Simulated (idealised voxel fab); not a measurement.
process module | voxel spacer lines
cross-section cut | 200 nm wide | cells 5 nm
A cross-section is a grid of square cells, given in bands from the top down. A band is one or more rows of cells.
Each band's line starts with the height of the band's top and of its bottom, in nm. Then come its materials from left to right, each with its width in nm. One material with "throughout" fills the band from edge to edge. "air" is empty space.
Height 0 is the level under which the wafer as received is all one material. The lowest band goes on downwards, as in "0 down".
A width such as "30 to 40" changes by the same amount from each row of cells to the next, from the band's top row to its bottom row.
"no change" after a step means that no cell of the cross-section changed.
closed voids: empty space of 8 cells or more with no open way to the top, each as width x height at its distance from the left edge, in nm
after a step's settings: what the simulator itself notes on the step
overlay nm, on a step with a mask: how far to the right of its planned place the mask lay; to the left if negative
plan
1 op RECEIVE | material Si
2 op CONFORMAL_DEP | material Al2O3 | thk nm 10
3 op DIRECTIONAL_DEP | material W | thk nm 20
4 op DIRECTIONAL_DEP | material aC | thk nm 20
5 op PATTERN | tone cover | mask id MANDREL | material resist | width nm 20 | pitch nm 60 | thk nm 25 | overlay nm 0
6 op DIRECTIONAL_ETCH | etch materials aC | depth nm 20
7 op STRIP | etch materials resist
8 op CONFORMAL_DEP | material SiN | thk nm 10
9 op DIRECTIONAL_ETCH | etch materials SiN | depth nm 10
10 op STRIP | etch materials aC
11 op DIRECTIONAL_ETCH | etch materials W | depth nm 20
12 op STRIP | etch materials SiN
as received, after step 1
  0 down: Si throughout
  closed voids: none
first wafer at the end, as planned
  30 to 10: air 20 | W 10 | air 20 | W 10 | air 20 | W 10 | air 20 | W 10 | air 20 | W 10 | air 20 | W 10 | air 20
  10 to 0: Al2O3 throughout
  0 down: Si throughout
  closed voids: none
second wafer at the end: like start, like plan, one mistake
  50 to 30: air 20 | W 10 | air 20 | W 10 | air 20 | W 10 | air 20 | W 10 | air 20 | W 10 | air 20 | W 10 | air 20
  30 to 10: W throughout
  10 to 0: Al2O3 throughout
  0 down: Si throughout
  closed voids: none
what went wrong: step 3 was run twice
at the end the second wafer has, in cells: 160 more of W
